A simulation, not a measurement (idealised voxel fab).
process module | voxel quadruple lines
cross-section cut | 290 nm wide | cells 5 nm
A cross-section is a grid of square cells, given in bands from the top down. A band is one or more rows of cells.
Each band's line starts with the height of the band's top and of its bottom, in nm. Then come its materials from left to right, each with its width in nm. One material with "throughout" fills the band from edge to edge. "air" is empty space.
Height 0 is the level under which the wafer as received is all one material. The lowest band goes on downwards, as in "0 down".
A width such as "30 to 40" changes by the same amount from each row of cells to the next, from the band's top row to its bottom row.
"no change" after a step means that no cell of the cross-section changed.
closed voids: empty space of 8 cells or more with no open way to the top, each as width x height at its distance from the left edge, in nm
after a step's settings: what the simulator itself notes on the step
overlay nm, on a step with a mask: how far to the right of its planned place the mask lay; to the left if negative
plan
1 op RECEIVE | material Si
2 op CONFORMAL_DEP | material SiO2 | thk nm 10
3 op DIRECTIONAL_DEP | material TiN | thk nm 15
4 op DIRECTIONAL_DEP | material polySi | thk nm 20
5 op DIRECTIONAL_DEP | material aC | thk nm 20
6 op PATTERN | tone cover | mask id MANDREL | material resist | width nm 25 | thk nm 25 | overlay nm 0
7 op DIRECTIONAL_ETCH | etch materials aC | depth nm 20
8 op STRIP | etch materials resist
9 op CONFORMAL_DEP | material SiO2 | thk nm 15
10 op DIRECTIONAL_ETCH | etch materials SiO2 | depth nm 15
11 op STRIP | etch materials aC
12 op DIRECTIONAL_ETCH | etch materials polySi | depth nm 20
13 op STRIP | etch materials SiO2
14 op CONFORMAL_DEP | material SiN | thk nm 10
15 op DIRECTIONAL_ETCH | etch materials SiN | depth nm 10
16 op STRIP | etch materials polySi
17 op DIRECTIONAL_ETCH | etch materials TiN | depth nm 15
18 op STRIP | etch materials SiN
19 op FILL_DEP | material lowk | thk nm 10
20 op CMP | height nm 25
varied across the wafers: width nm of step 6. The plan shows the first wafer's value. All wafers start alike
first wafer as received, after step 1
  0 down: Si throughout
  closed voids: none
each wafer at the end: cells of each material gained (+) or lost (-) since it was received, then its closed voids
width nm 25 | +116 SiO2 | +24 TiN | +150 lowk | closed voids: none
width nm 30 | +116 SiO2 | +24 TiN | +150 lowk | closed voids: none
width nm 35 | +116 SiO2 | +24 TiN | +150 lowk | closed voids: none
width nm 40 | +116 SiO2 | +24 TiN | +150 lowk | closed voids: none
width nm 45 | +116 SiO2 | +24 TiN | +150 lowk | closed voids: none
width nm 50 | +116 SiO2 | +24 TiN | +150 lowk | closed voids: none
